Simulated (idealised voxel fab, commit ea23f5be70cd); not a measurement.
process module | voxel air gaps
cross-section cut | 240 nm wide | cells 5 nm
A cross-section is a grid of square cells, given in bands from the top down. A band is one or more rows of cells.
Each band's line starts with the height of the band's top and of its bottom, in nm. Then come its materials from left to right, each with its width in nm. One material with "throughout" fills the band from edge to edge. "air" is empty space.
Height 0 is the level under which the wafer as received is all one material. The lowest band goes on downwards, as in "0 down".
A width such as "30 to 40" changes by the same amount from each row of cells to the next, from the band's top row to its bottom row.
"no change" after a step means that no cell of the cross-section changed.
closed voids: empty space of 8 cells or more with no open way to the top, each as width x height at its distance from the left edge, in nm
after a step's settings: what the simulator itself notes on the step
overlay nm, on a step with a mask: how far to the right of its planned place the mask lay; to the left if negative
plan
1 op RECEIVE | material Si
2 op CONFORMAL_DEP | material SiO2 | thk nm 15
3 op CONFORMAL_DEP | material SiCN | thk nm 5
4 op DIRECTIONAL_DEP | material SiO2 | thk nm 40
5 op PATTERN | tone open | mask id LINES | material resist | width nm 15 | pitch nm 40 | thk nm 20 | overlay nm 0
6 op DIRECTIONAL_ETCH | etch materials SiO2 | depth nm 40
7 op STRIP | etch materials resist
8 op CONFORMAL_DEP | material TiN | thk nm 5
9 op FILL_DEP | material Cu | thk nm 5
10 op CMP | height nm 60
11 op EPI | material Ru | thk nm 10
12 op SELECTIVE_ETCH | etch materials SiO2 | depth nm 50
13 op CONFORMAL_DEP | material SiCN | thk nm 5
as received, after step 1
  0 down: Si throughout
  closed voids: none
first wafer at the end, as planned
  75 to 70: air 35 | SiCN 165 | air 40
  70 to 60: air 35 | SiCN 5 | Ru 35 | SiCN 5 | Ru 35 | SiCN 5 | Ru 35 | SiCN 5 | Ru 35 | SiCN 5 | air 40
  60 to 55: air 35 | SiCN 15 | TiN 5 | Cu 5 | TiN 5 | SiCN 25 | TiN 5 | Cu 5 | TiN 5 | SiCN 25 | TiN 5 | Cu 5 | TiN 5 | SiCN 25 | TiN 5 | Cu 5 | TiN 5 | SiCN 15 | air 40
  55 to 25: air 45 | SiCN 5 | TiN 5 | Cu 5 | TiN 5 | SiCN 5 | air 15 | SiCN 5 | TiN 5 | Cu 5 | TiN 5 | SiCN 5 | air 15 | SiCN 5 | TiN 5 | Cu 5 | TiN 5 | SiCN 5 | air 15 | SiCN 5 | TiN 5 | Cu 5 | TiN 5 | SiCN 5 | air 50
  25 to 20: SiCN 50 | TiN 15 | SiCN 25 | TiN 15 | SiCN 25 | TiN 15 | SiCN 25 | TiN 15 | SiCN 55
  20 to 15: SiCN throughout
  15 to 0: SiO2 throughout
  0 down: Si throughout
  closed voids: 15 x 30 at 70; 15 x 30 at 110; 15 x 30 at 150
second wafer at the end: like start, like plan, one mistake
  75 to 70: air 35 | SiO2 165 | air 40
  70 to 60: air 35 | SiO2 5 | Ru 35 | SiO2 5 | Ru 35 | SiO2 5 | Ru 35 | SiO2 5 | Ru 35 | SiO2 5 | air 40
  60 to 55: air 35 | SiO2 15 | TiN 5 | Cu 5 | TiN 5 | SiO2 25 | TiN 5 | Cu 5 | TiN 5 | SiO2 25 | TiN 5 | Cu 5 | TiN 5 | SiO2 25 | TiN 5 | Cu 5 | TiN 5 | SiO2 15 | air 40
  55 to 25: air 45 | SiO2 5 | TiN 5 | Cu 5 | TiN 5 | SiO2 5 | air 15 | SiO2 5 | TiN 5 | Cu 5 | TiN 5 | SiO2 5 | air 15 | SiO2 5 | TiN 5 | Cu 5 | TiN 5 | SiO2 5 | air 15 | SiO2 5 | TiN 5 | Cu 5 | TiN 5 | SiO2 5 | air 50
  25 to 20: SiO2 50 | TiN 15 | SiO2 25 | TiN 15 | SiO2 25 | TiN 15 | SiO2 25 | TiN 15 | SiO2 55
  20 to 15: SiCN throughout
  15 to 0: SiO2 throughout
  0 down: Si throughout
  closed voids: 15 x 30 at 70; 15 x 30 at 110; 15 x 30 at 150
what went wrong: step 13 ran as: op CONFORMAL_DEP | material SiO2 | thk nm 5
at the end the second wafer has, in cells: 148 fewer of SiCN | 148 more of SiO2
